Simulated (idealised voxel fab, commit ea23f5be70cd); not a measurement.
Name of the process module below: voxel wiring stack
The cross-section on display is named cut; it measures 260 nm wide, and its cells are 5 nm squares.
Cross-section format: a grid of square cells, given as bands from top to bottom; each band is one or more rows of cells. Look at the band entry: it leads with the top's height and the bottom's height in nm. Then it lists the materials left to right, with a width in nm for each. The word "throughout" on a single material says that material fills the band edge to edge. The word "air" is empty space. A quick word on heights: they are counted from 0, and under that level the wafer as it came to us is one material throughout. The lowest band is different from the rest in having no bottom; it simply continues downward, written as in "0 nm and below". Note: "30..40" means the width goes from the first number (top row of the band) to the second number (bottom row) in equal steps per row of cells. The designation "remained the same", where it is given for a processing step, indicates that no cell of the cross-section was altered in the course of that step. Entry "Sealed internal cavities". Content: empty spaces with no open connection to the top, size 8 cells or greater. Each: width x height at distance. Distance: from left edge. Unit: nm. If you see something after the settings on a step's line, that's the simulator's own remark about that step. overlay nm, on a step with a mask: how far to the right of its planned place the mask lay; to the left if negative.

Steps planned for the process
- 1: RECEIVE [material Si]
- 2: CONFORMAL_DEP [material SiO2] [thk nm 15]
- 3: CONFORMAL_DEP [material SiCN] [thk nm 5]
- 4: DIRECTIONAL_DEP [material lowk] [thk nm 15]
- 5: DIRECTIONAL_DEP [material aC] [thk nm 10]
- 6: PATTERN [tone open] [mask id METAL_1] [material resist] [width nm 20] [pitch nm 40] [thk nm 25] [overlay nm 0]
- 7: DIRECTIONAL_ETCH [etch materials aC] [depth nm 10]
- 8: STRIP [etch materials resist]
- 9: DIRECTIONAL_ETCH [etch materials lowk] [depth nm 15]
- 10: DIRECTIONAL_ETCH [etch materials SiCN] [depth nm 5]
- 11: STRIP [etch materials aC]
- 12: CONFORMAL_DEP [material TiN] [thk nm 5]
- 13: FILL_DEP [material Cu] [thk nm 5]
- 14: CMP [height nm 35]
- 15: EPI [material Ru] [thk nm 5]
- 16: FILL_DEP [material SiCN] [thk nm 5]
- 17: DIRECTIONAL_DEP [material SiO2] [thk nm 15]
- 18: DIRECTIONAL_DEP [material aC] [thk nm 15]
- 19: PATTERN [tone open] [mask id PLUG_1] [material resist] [width nm 15] [pitch nm 40] [thk nm 30] [overlay nm 0]
- 20: DIRECTIONAL_ETCH [etch materials aC] [depth nm 15]
- 21: STRIP [etch materials resist]
- 22: DIRECTIONAL_ETCH [etch materials SiO2] [depth nm 15]
- 23: DIRECTIONAL_ETCH [etch materials SiCN] [depth nm 5]
- 24: STRIP [etch materials aC]
- 25: EPI [material Ru] [thk nm 10]
- 26: EPI [material Ru] [thk nm 10]
- 27: CONFORMAL_DEP [material SiCN] [thk nm 5]
- 28: DIRECTIONAL_DEP [material lowk] [thk nm 20]
- 29: PATTERN [tone open] [mask id METAL_2] [material resist] [width nm 20] [pitch nm 40] [thk nm 15] [overlay nm 0]
- 30: DIRECTIONAL_ETCH [etch materials lowk] [depth nm 20]
- 31: DIRECTIONAL_ETCH [etch materials SiCN] [depth nm 5]
- 32: STRIP [etch materials resist]
- 33: CONFORMAL_DEP [material TiN] [thk nm 5]
- 34: FILL_DEP [material W] [thk nm 5]
- 35: CMP [height nm 85]
- 36: CONFORMAL_DEP [material SiCN] [thk nm 5]
- 37: DIRECTIONAL_DEP [material lowk] [thk nm 30]
- 38: MASKED_ETCH [tone open] [mask id METAL_3] [width nm 20] [pitch nm 40] [etch materials lowk] [depth nm 15] [overlay nm 0]
- 39: MASKED_ETCH [tone open] [mask id METAL_3_HOLES] [width nm 15] [pitch nm 40] [etch materials lowk] [depth nm 15] [overlay nm 0]
- 40: MASKED_ETCH [tone open] [mask id METAL_3_HOLES] [width nm 15] [pitch nm 40] [etch materials SiCN] [depth nm 5] [overlay nm 0]
- 41: CONFORMAL_DEP [material TiN] [thk nm 5]
- 42: FILL_DEP [material Cu] [thk nm 5]
- 43: CMP [height nm 120]
- 44: CONFORMAL_DEP [material SiCN] [thk nm 5]
- 45: DIRECTIONAL_DEP [material SiO2] [thk nm 20]
- 46: MASKED_ETCH [tone open] [mask id PLUG_3] [width nm 15] [pitch nm 40] [etch materials SiO2] [depth nm 20] [overlay nm 0]
- 47: MASKED_ETCH [tone open] [mask id PLUG_3] [width nm 15] [pitch nm 40] [etch materials SiCN] [depth nm 5] [overlay nm 0]
- 48: EPI [material Ru] [thk nm 10]
- 49: EPI [material Ru] [thk nm 10]
- 50: EPI [material Ru] [thk nm 5]
- 51: DIRECTIONAL_DEP [material TiN] [thk nm 5]
- 52: DIRECTIONAL_DEP [material W] [thk nm 25]
- 53: MASKED_ETCH [tone cover] [mask id METAL_4] [width nm 20] [pitch nm 40] [etch materials W] [depth nm 25] [overlay nm 0]
- 54: MASKED_ETCH [tone cover] [mask id METAL_4] [width nm 20] [pitch nm 40] [etch materials TiN] [depth nm 5] [overlay nm 0]
- 55: CONFORMAL_DEP [material SiCN] [thk nm 5]
- 56: FILL_DEP [material SiO2] [thk nm 5]
- 57: CMP [height nm 175]
- 58: CONFORMAL_DEP [material SiCN] [thk nm 5]

So, the first of our two wafers, run just as we planned it

This is the cross-section of the wafer as we received it, i.e. after step 1
	0 nm and below = Si throughout
	Sealed internal cavities: none

You're looking at a cross-section of the wafer after step 2
	15 nm to 0 nm = SiO2 throughout
	Beneath the level 0, the cross-section is identical to its previous state.

You're looking at a cross-section of the wafer after step 3
	20 nm to 15 nm = SiCN throughout
	Beneath the level 15, the cross-section is identical to its previous state.

You're looking at a cross-section of the wafer after step 4
	35 nm to 20 nm = lowk throughout
	Beneath the level 20, the cross-section is identical to its previous state.

You're looking at a cross-section of the wafer after step 5
	45 nm to 35 nm = aC throughout
	Beneath the level 35, the cross-section is identical to its previous state.

You're looking at a cross-section of the wafer after step 6
	70 nm to 45 nm = resist=80; air=20; resist=20; air=20; resist=20; air=20; resist=80
	Beneath the level 45, the cross-section is identical to its previous state.

You're looking at a cross-section of the wafer after step 7
	60 nm to 45 nm = resist=80; air=20; resist=20; air=20; resist=20; air=20; resist=80
	45 nm to 35 nm = aC=80; air=20; aC=20; air=20; aC=20; air=20; aC=80
	Beneath the level 35, the cross-section is identical to its previous state.

You're looking at a cross-section of the wafer after step 8
	45 nm to 35 nm = aC=80; air=20; aC=20; air=20; aC=20; air=20; aC=80
	Beneath the level 35, the cross-section is identical to its previous state.

You're looking at a cross-section of the wafer after step 9
	45 nm to 35 nm = aC=80; air=20; aC=20; air=20; aC=20; air=20; aC=80
	35 nm to 20 nm = lowk=80; air=20; lowk=20; air=20; lowk=20; air=20; lowk=80
	Beneath the level 20, the cross-section is identical to its previous state.

You're looking at a cross-section of the wafer after step 10
	45 nm to 35 nm = aC=80; air=20; aC=20; air=20; aC=20; air=20; aC=80
	35 nm to 20 nm = lowk=80; air=20; lowk=20; air=20; lowk=20; air=20; lowk=80
	20 nm to 15 nm = SiCN=80; air=20; SiCN=20; air=20; SiCN=20; air=20; SiCN=80
	Beneath the level 15, the cross-section is identical to its previous state.

You're looking at a cross-section of the wafer after step 11
	35 nm to 20 nm = lowk=80; air=20; lowk=20; air=20; lowk=20; air=20; lowk=80
	Beneath the level 20, the cross-section is identical to its previous state.

You're looking at a cross-section of the wafer after step 12
	40 nm to 35 nm = TiN=85; air=10; TiN=30; air=10; TiN=30; air=10; TiN=85
	35 nm to 20 nm = lowk=80; TiN=5; air=10; TiN=5; lowk=20; TiN=5; air=10; TiN=5; lowk=20; TiN=5; air=10; TiN=5; lowk=80
	20 nm to 15 nm = SiCN=80; TiN=20; SiCN=20; TiN=20; SiCN=20; TiN=20; SiCN=80
	Beneath the level 15, the cross-section is identical to its previous state.

You're looking at a cross-section of the wafer after step 13
	45 nm to 40 nm = Cu throughout
	40 nm to 35 nm = TiN=85; Cu=10; TiN=30; Cu=10; TiN=30; Cu=10; TiN=85
	35 nm to 20 nm = lowk=80; TiN=5; Cu=10; TiN=5; lowk=20; TiN=5; Cu=10; TiN=5; lowk=20; TiN=5; Cu=10; TiN=5; lowk=80
	Beneath the level 20, the cross-section is identical to its previous state.

You're looking at a cross-section of the wafer after step 14
	35 nm to 20 nm = lowk=80; TiN=5; Cu=10; TiN=5; lowk=20; TiN=5; Cu=10; TiN=5; lowk=20; TiN=5; Cu=10; TiN=5; lowk=80
	Beneath the level 20, the cross-section is identical to its previous state.

You're looking at a cross-section of the wafer after step 15
	40 nm to 35 nm = air=75; Ru=30; air=10; Ru=30; air=10; Ru=30; air=75
	Beneath the level 35, the cross-section is identical to its previous state.

You're looking at a cross-section of the wafer after step 16
	45 nm to 40 nm = SiCN throughout
	40 nm to 35 nm = SiCN=75; Ru=30; SiCN=10; Ru=30; SiCN=10; Ru=30; SiCN=75
	Beneath the level 35, the cross-section is identical to its previous state.

You're looking at a cross-section of the wafer after step 17
	60 nm to 45 nm = SiO2 throughout
	Beneath the level 45, the cross-section is identical to its previous state.

You're looking at a cross-section of the wafer after step 18
	75 nm to 60 nm = aC throughout
	Beneath the level 60, the cross-section is identical to its previous state.

You're looking at a cross-section of the wafer after step 19
	105 nm to 75 nm = resist=80; air=15; resist=25; air=15; resist=25; air=15; resist=85
	Beneath the level 75, the cross-section is identical to its previous state.

You're looking at a cross-section of the wafer after step 20
	90 nm to 75 nm = resist=80; air=15; resist=25; air=15; resist=25; air=15; resist=85
	75 nm to 60 nm = aC=80; air=15; aC=25; air=15; aC=25; air=15; aC=85
	Beneath the level 60, the cross-section is identical to its previous state.

You're looking at a cross-section of the wafer after step 21
	75 nm to 60 nm = aC=80; air=15; aC=25; air=15; aC=25; air=15; aC=85
	Beneath the level 60, the cross-section is identical to its previous state.

You're looking at a cross-section of the wafer after step 22
	75 nm to 60 nm = aC=80; air=15; aC=25; air=15; aC=25; air=15; aC=85
	60 nm to 45 nm = SiO2=80; air=15; SiO2=25; air=15; SiO2=25; air=15; SiO2=85
	Beneath the level 45, the cross-section is identical to its previous state.

You're looking at a cross-section of the wafer after step 23
	75 nm to 60 nm = aC=80; air=15; aC=25; air=15; aC=25; air=15; aC=85
	60 nm to 45 nm = SiO2=80; air=15; SiO2=25; air=15; SiO2=25; air=15; SiO2=85
	45 nm to 40 nm = SiCN=80; air=15; SiCN=25; air=15; SiCN=25; air=15; SiCN=85
	Beneath the level 40, the cross-section is identical to its previous state.

You're looking at a cross-section of the wafer after step 24
	60 nm to 45 nm = SiO2=80; air=15; SiO2=25; air=15; SiO2=25; air=15; SiO2=85
	Beneath the level 45, the cross-section is identical to its previous state.

You're looking at a cross-section of the wafer after step 25
	60 nm to 50 nm = SiO2=80; air=15; SiO2=25; air=15; SiO2=25; air=15; SiO2=85
	50 nm to 45 nm = SiO2=80; Ru=15; SiO2=25; Ru=15; SiO2=25; Ru=15; SiO2=85
	45 nm to 35 nm = SiCN=80..75; Ru=15..30; SiCN=25..10; Ru=15..30; SiCN=25..10; Ru=15..30; SiCN=85..75
	Beneath the level 35, the cross-section is identical to its previous state.

You're looking at a cross-section of the wafer after step 26
	60 nm to 45 nm = SiO2=80; Ru=15; SiO2=25; Ru=15; SiO2=25; Ru=15; SiO2=85
	Beneath the level 45, the cross-section is identical to its previous state.

You're looking at a cross-section of the wafer after step 27
	65 nm to 60 nm = SiCN throughout
	Beneath the level 60, the cross-section is identical to its previous state.

You're looking at a cross-section of the wafer after step 28
	85 nm to 65 nm = lowk throughout
	Beneath the level 65, the cross-section is identical to its previous state.

You're looking at a cross-section of the wafer after step 29
	100 nm to 85 nm = resist=80; air=20; resist=20; air=20; resist=20; air=20; resist=80
	Beneath the level 85, the cross-section is identical to its previous state.

You're looking at a cross-section of the wafer after step 30
	100 nm to 85 nm = resist=80; air=20; resist=20; air=20; resist=20; air=20; resist=80
	85 nm to 65 nm = lowk=80; air=20; lowk=20; air=20; lowk=20; air=20; lowk=80
	Beneath the level 65, the cross-section is identical to its previous state.

You're looking at a cross-section of the wafer after step 31
	100 nm to 85 nm = resist=80; air=20; resist=20; air=20; resist=20; air=20; resist=80
	85 nm to 65 nm = lowk=80; air=20; lowk=20; air=20; lowk=20; air=20; lowk=80
	65 nm to 60 nm = SiCN=80; air=20; SiCN=20; air=20; SiCN=20; air=20; SiCN=80
	Beneath the level 60, the cross-section is identical to its previous state.

You're looking at a cross-section of the wafer after step 32
	85 nm to 65 nm = lowk=80; air=20; lowk=20; air=20; lowk=20; air=20; lowk=80
	Beneath the level 65, the cross-section is identical to its previous state.

You're looking at a cross-section of the wafer after step 33
	90 nm to 85 nm = TiN=85; air=10; TiN=30; air=10; TiN=30; air=10; TiN=85
	85 nm to 65 nm = lowk=80; TiN=5; air=10; TiN=5; lowk=20; TiN=5; air=10; TiN=5; lowk=20; TiN=5; air=10; TiN=5; lowk=80
	65 nm to 60 nm = SiCN=80; TiN=20; SiCN=20; TiN=20; SiCN=20; TiN=20; SiCN=80
	Beneath the level 60, the cross-section is identical to its previous state.

You're looking at a cross-section of the wafer after step 34
	95 nm to 90 nm = W throughout
	90 nm to 85 nm = TiN=85; W=10; TiN=30; W=10; TiN=30; W=10; TiN=85
	85 nm to 65 nm = lowk=80; TiN=5; W=10; TiN=5; lowk=20; TiN=5; W=10; TiN=5; lowk=20; TiN=5; W=10; TiN=5; lowk=80
	Beneath the level 65, the cross-section is identical to its previous state.

You're looking at a cross-section of the wafer after step 35
	85 nm to 65 nm = lowk=80; TiN=5; W=10; TiN=5; lowk=20; TiN=5; W=10; TiN=5; lowk=20; TiN=5; W=10; TiN=5; lowk=80
	Beneath the level 65, the cross-section is identical to its previous state.

You're looking at a cross-section of the wafer after step 36
	90 nm to 85 nm = SiCN throughout
	Beneath the level 85, the cross-section is identical to its previous state.

You're looking at a cross-section of the wafer after step 37
	120 nm to 90 nm = lowk throughout
	Beneath the level 90, the cross-section is identical to its previous state.

You're looking at a cross-section of the wafer after step 38
	120 nm to 105 nm = lowk=80; air=20; lowk=20; air=20; lowk=20; air=20; lowk=80
	Beneath the level 105, the cross-section is identical to its previous state.

You're looking at a cross-section of the wafer after step 39
	120 nm to 105 nm = lowk=80; air=20; lowk=20; air=20; lowk=20; air=20; lowk=80
	105 nm to 90 nm = lowk=80; air=15; lowk=25; air=15; lowk=25; air=15; lowk=85
	Beneath the level 90, the cross-section is identical to its previous state.

You're looking at a cross-section of the wafer after step 40
	120 nm to 105 nm = lowk=80; air=20; lowk=20; air=20; lowk=20; air=20; lowk=80
	105 nm to 90 nm = lowk=80; air=15; lowk=25; air=15; lowk=25; air=15; lowk=85
	90 nm to 85 nm = SiCN=80; air=15; SiCN=25; air=15; SiCN=25; air=15; SiCN=85
	Beneath the level 85, the cross-section is identical to its previous state.

You're looking at a cross-section of the wafer after step 41
	125 nm to 120 nm = TiN=85; air=10; TiN=30; air=10; TiN=30; air=10; TiN=85
	120 nm to 110 nm = lowk=80; TiN=5; air=10; TiN=5; lowk=20; TiN=5; air=10; TiN=5; lowk=20; TiN=5; air=10; TiN=5; lowk=80
	110 nm to 105 nm = lowk=80; TiN=5; air=5; TiN=10; lowk=20; TiN=5; air=5; TiN=10; lowk=20; TiN=5; air=5; TiN=10; lowk=80
	105 nm to 90 nm = lowk=80; TiN=5; air=5; TiN=5; lowk=25; TiN=5; air=5; TiN=5; lowk=25; TiN=5; air=5; TiN=5; lowk=85
	90 nm to 85 nm = SiCN=80; TiN=15; SiCN=25; TiN=15; SiCN=25; TiN=15; SiCN=85
	Beneath the level 85, the cross-section is identical to its previous state.

You're looking at a cross-section of the wafer after step 42
	130 nm to 125 nm = Cu throughout
	125 nm to 120 nm = TiN=85; Cu=10; TiN=30; Cu=10; TiN=30; Cu=10; TiN=85
	120 nm to 110 nm = lowk=80; TiN=5; Cu=10; TiN=5; lowk=20; TiN=5; Cu=10; TiN=5; lowk=20; TiN=5; Cu=10; TiN=5; lowk=80
	110 nm to 105 nm = lowk=80; TiN=5; Cu=5; TiN=10; lowk=20; TiN=5; Cu=5; TiN=10; lowk=20; TiN=5; Cu=5; TiN=10; lowk=80
	105 nm to 90 nm = lowk=80; TiN=5; Cu=5; TiN=5; lowk=25; TiN=5; Cu=5; TiN=5; lowk=25; TiN=5; Cu=5; TiN=5; lowk=85
	Beneath the level 90, the cross-section is identical to its previous state.

You're looking at a cross-section of the wafer after step 43
	120 nm to 110 nm = lowk=80; TiN=5; Cu=10; TiN=5; lowk=20; TiN=5; Cu=10; TiN=5; lowk=20; TiN=5; Cu=10; TiN=5; lowk=80
	Beneath the level 110, the cross-section is identical to its previous state.

You're looking at a cross-section of the wafer after step 44
	125 nm to 120 nm = SiCN throughout
	Beneath the level 120, the cross-section is identical to its previous state.

You're looking at a cross-section of the wafer after step 45
	145 nm to 125 nm = SiO2 throughout
	Beneath the level 125, the cross-section is identical to its previous state.

You're looking at a cross-section of the wafer after step 46
	145 nm to 125 nm = SiO2=80; air=15; SiO2=25; air=15; SiO2=25; air=15; SiO2=85
	Beneath the level 125, the cross-section is identical to its previous state.

You're looking at a cross-section of the wafer after step 47
	145 nm to 125 nm = SiO2=80; air=15; SiO2=25; air=15; SiO2=25; air=15; SiO2=85
	125 nm to 120 nm = SiCN=80; air=15; SiCN=25; air=15; SiCN=25; air=15; SiCN=85
	Beneath the level 120, the cross-section is identical to its previous state.

You're looking at a cross-section of the wafer after step 48
	145 nm to 130 nm = SiO2=80; air=15; SiO2=25; air=15; SiO2=25; air=15; SiO2=85
	130 nm to 125 nm = SiO2=80; Ru=15; SiO2=25; Ru=15; SiO2=25; Ru=15; SiO2=85
	125 nm to 120 nm = SiCN=80; Ru=15; SiCN=25; Ru=15; SiCN=25; Ru=15; SiCN=85
	Beneath the level 120, the cross-section is identical to its previous state.

You're looking at a cross-section of the wafer after step 49
	145 nm to 140 nm = SiO2=80; air=15; SiO2=25; air=15; SiO2=25; air=15; SiO2=85
	140 nm to 125 nm = SiO2=80; Ru=15; SiO2=25; Ru=15; SiO2=25; Ru=15; SiO2=85
	Beneath the level 125, the cross-section is identical to its previous state.

You're looking at a cross-section of the wafer after step 50
	145 nm to 125 nm = SiO2=80; Ru=15; SiO2=25; Ru=15; SiO2=25; Ru=15; SiO2=85
	Beneath the level 125, the cross-section is identical to its previous state.

You're looking at a cross-section of the wafer after step 51
	150 nm to 145 nm = TiN throughout
	Beneath the level 145, the cross-section is identical to its previous state.

You're looking at a cross-section of the wafer after step 52
	175 nm to 150 nm = W throughout
	Beneath the level 150, the cross-section is identical to its previous state.

You're looking at a cross-section of the wafer after step 53
	175 nm to 150 nm = air=80; W=20; air=20; W=20; air=20; W=20; air=80
	Beneath the level 150, the cross-section is identical to its previous state.

You're looking at a cross-section of the wafer after step 54
	175 nm to 150 nm = air=80; W=20; air=20; W=20; air=20; W=20; air=80
	150 nm to 145 nm = air=80; TiN=20; air=20; TiN=20; air=20; TiN=20; air=80
	Beneath the level 145, the cross-section is identical to its previous state.

You're looking at a cross-section of the wafer after step 55
	180 nm to 175 nm = air=75; SiCN=30; air=10; SiCN=30; air=10; SiCN=30; air=75
	175 nm to 150 nm = air=75; SiCN=5; W=20; SiCN=5; air=10; SiCN=5; W=20; SiCN=5; air=10; SiCN=5; W=20; SiCN=5; air=75
	150 nm to 145 nm = SiCN=80; TiN=20; SiCN=20; TiN=20; SiCN=20; TiN=20; SiCN=80
	Beneath the level 145, the cross-section is identical to its previous state.

You're looking at a cross-section of the wafer after step 56
	185 nm to 180 nm = SiO2 throughout
	180 nm to 175 nm = SiO2=75; SiCN=30; SiO2=10; SiCN=30; SiO2=10; SiCN=30; SiO2=75
	175 nm to 150 nm = SiO2=75; SiCN=5; W=20; SiCN=5; SiO2=10; SiCN=5; W=20; SiCN=5; SiO2=10; SiCN=5; W=20; SiCN=5; SiO2=75
	Beneath the level 150, the cross-section is identical to its previous state.

You're looking at a cross-section of the wafer after step 57
	175 nm to 150 nm = SiO2=75; SiCN=5; W=20; SiCN=5; SiO2=10; SiCN=5; W=20; SiCN=5; SiO2=10; SiCN=5; W=20; SiCN=5; SiO2=75
	Beneath the level 150, the cross-section is identical to its previous state.

You're looking at a cross-section of the wafer after step 58
	180 nm to 175 nm = SiCN throughout
	Beneath the level 175, the cross-section is identical to its previous state.

Wafer two of the pair: same origin, same plan, one error during the run; identical to wafer one up to and including step 36

Look at the second wafer in cross-section at the time step 37 ought to have finished
	150 nm to 90 nm = lowk throughout
	Beneath the level 90, the cross-section is identical to its previous state.

Look at the second wafer in cross-section at the time step 38 ought to have finished
	150 nm to 135 nm = lowk=80; air=20; lowk=20; air=20; lowk=20; air=20; lowk=80
	Beneath the level 135, the cross-section is identical to its previous state.

Look at the second wafer in cross-section at the time step 39 ought to have finished
	150 nm to 135 nm = lowk=80; air=20; lowk=20; air=20; lowk=20; air=20; lowk=80
	135 nm to 120 nm = lowk=80; air=15; lowk=25; air=15; lowk=25; air=15; lowk=85
	Beneath the level 120, the cross-section is identical to its previous state.

Look at the second wafer in cross-section at the time step 40 ought to have finished: remained the same

Look at the second wafer in cross-section at the time step 41 ought to have finished
	155 nm to 150 nm = TiN=85; air=10; TiN=30; air=10; TiN=30; air=10; TiN=85
	150 nm to 140 nm = lowk=80; TiN=5; air=10; TiN=5; lowk=20; TiN=5; air=10; TiN=5; lowk=20; TiN=5; air=10; TiN=5; lowk=80
	140 nm to 135 nm = lowk=80; TiN=5; air=5; TiN=10; lowk=20; TiN=5; air=5; TiN=10; lowk=20; TiN=5; air=5; TiN=10; lowk=80
	135 nm to 125 nm = lowk=80; TiN=5; air=5; TiN=5; lowk=25; TiN=5; air=5; TiN=5; lowk=25; TiN=5; air=5; TiN=5; lowk=85
	125 nm to 120 nm = lowk=80; TiN=15; lowk=25; TiN=15; lowk=25; TiN=15; lowk=85
	Beneath the level 120, the cross-section is identical to its previous state.

Look at the second wafer in cross-section at the time step 42 ought to have finished
	160 nm to 155 nm = Cu throughout
	155 nm to 150 nm = TiN=85; Cu=10; TiN=30; Cu=10; TiN=30; Cu=10; TiN=85
	150 nm to 140 nm = lowk=80; TiN=5; Cu=10; TiN=5; lowk=20; TiN=5; Cu=10; TiN=5; lowk=20; TiN=5; Cu=10; TiN=5; lowk=80
	140 nm to 135 nm = lowk=80; TiN=5; Cu=5; TiN=10; lowk=20; TiN=5; Cu=5; TiN=10; lowk=20; TiN=5; Cu=5; TiN=10; lowk=80
	135 nm to 125 nm = lowk=80; TiN=5; Cu=5; TiN=5; lowk=25; TiN=5; Cu=5; TiN=5; lowk=25; TiN=5; Cu=5; TiN=5; lowk=85
	Beneath the level 125, the cross-section is identical to its previous state.

Look at the second wafer in cross-section at the time step 43 ought to have finished
	120 nm to 90 nm = lowk throughout
	Beneath the level 90, the cross-section is identical to its previous state.

Look at the second wafer in cross-section at the time step 44 ought to have finished
	125 nm to 120 nm = SiCN throughout
	Beneath the level 120, the cross-section is identical to its previous state.

Look at the second wafer in cross-section at the time step 45 ought to have finished
	145 nm to 125 nm = SiO2 throughout
	Beneath the level 125, the cross-section is identical to its previous state.

Look at the second wafer in cross-section at the time step 46 ought to have finished
	145 nm to 125 nm = SiO2=80; air=15; SiO2=25; air=15; SiO2=25; air=15; SiO2=85
	Beneath the level 125, the cross-section is identical to its previous state.

Look at the second wafer in cross-section at the time step 47 ought to have finished
	145 nm to 125 nm = SiO2=80; air=15; SiO2=25; air=15; SiO2=25; air=15; SiO2=85
	125 nm to 120 nm = SiCN=80; air=15; SiCN=25; air=15; SiCN=25; air=15; SiCN=85
	Beneath the level 120, the cross-section is identical to its previous state.

Look at the second wafer in cross-section at the time step 48 ought to have finished: remained the same

Look at the second wafer in cross-section at the time step 49 ought to have finished: remained the same

Look at the second wafer in cross-section at the time step 50 ought to have finished: remained the same

Look at the second wafer in cross-section at the time step 51 ought to have finished
	150 nm to 145 nm = TiN=80; air=15; TiN=25; air=15; TiN=25; air=15; TiN=85
	145 nm to 125 nm = SiO2=80; air=15; SiO2=25; air=15; SiO2=25; air=15; SiO2=85
	125 nm to 120 nm = SiCN=80; TiN=15; SiCN=25; TiN=15; SiCN=25; TiN=15; SiCN=85
	Beneath the level 120, the cross-section is identical to its previous state.

Look at the second wafer in cross-section at the time step 52 ought to have finished
	175 nm to 150 nm = W=80; air=15; W=25; air=15; W=25; air=15; W=85
	150 nm to 145 nm = TiN=80; W=15; TiN=25; W=15; TiN=25; W=15; TiN=85
	145 nm to 125 nm = SiO2=80; W=15; SiO2=25; W=15; SiO2=25; W=15; SiO2=85
	Beneath the level 125, the cross-section is identical to its previous state.

Look at the second wafer in cross-section at the time step 53 ought to have finished
	175 nm to 150 nm = air=95; W=5; air=35; W=5; air=35; W=5; air=80
	Beneath the level 150, the cross-section is identical to its previous state.

Look at the second wafer in cross-section at the time step 54 ought to have finished
	175 nm to 150 nm = air=95; W=5; air=35; W=5; air=35; W=5; air=80
	150 nm to 145 nm = air=80; W=15; TiN=5; air=20; W=15; TiN=5; air=20; W=15; TiN=5; air=80
	Beneath the level 145, the cross-section is identical to its previous state.

Look at the second wafer in cross-section at the time step 55 ought to have finished
	180 nm to 175 nm = air=90; SiCN=15; air=25; SiCN=15; air=25; SiCN=15; air=75
	175 nm to 155 nm = air=90; SiCN=5; W=5; SiCN=5; air=25; SiCN=5; W=5; SiCN=5; air=25; SiCN=5; W=5; SiCN=5; air=75
	155 nm to 150 nm = air=75; SiCN=20; W=5; SiCN=5; air=10; SiCN=20; W=5; SiCN=5; air=10; SiCN=20; W=5; SiCN=5; air=75
	150 nm to 145 nm = SiCN=80; W=15; TiN=5; SiCN=20; W=15; TiN=5; SiCN=20; W=15; TiN=5; SiCN=80
	Beneath the level 145, the cross-section is identical to its previous state.

Look at the second wafer in cross-section at the time step 56 ought to have finished
	185 nm to 180 nm = SiO2 throughout
	180 nm to 175 nm = SiO2=90; SiCN=15; SiO2=25; SiCN=15; SiO2=25; SiCN=15; SiO2=75
	175 nm to 155 nm = SiO2=90; SiCN=5; W=5; SiCN=5; SiO2=25; SiCN=5; W=5; SiCN=5; SiO2=25; SiCN=5; W=5; SiCN=5; SiO2=75
	155 nm to 150 nm = SiO2=75; SiCN=20; W=5; SiCN=5; SiO2=10; SiCN=20; W=5; SiCN=5; SiO2=10; SiCN=20; W=5; SiCN=5; SiO2=75
	Beneath the level 150, the cross-section is identical to its previous state.

Look at the second wafer in cross-section at the time step 57 ought to have finished
	175 nm to 155 nm = SiO2=90; SiCN=5; W=5; SiCN=5; SiO2=25; SiCN=5; W=5; SiCN=5; SiO2=25; SiCN=5; W=5; SiCN=5; SiO2=75
	Beneath the level 155, the cross-section is identical to its previous state.

Look at the second wafer in cross-section at the time step 58 ought to have finished
	180 nm to 175 nm = SiCN throughout
	Beneath the level 175, the cross-section is identical to its previous state.
What broke from the plan during processing? step 37 of the plan was carried out twice
Final tally in cells, some materials are higher or lower on the second wafer than on the first: -24 Cu; -45 Ru; +18 SiCN; +36 SiO2; -48 TiN; +63 lowk
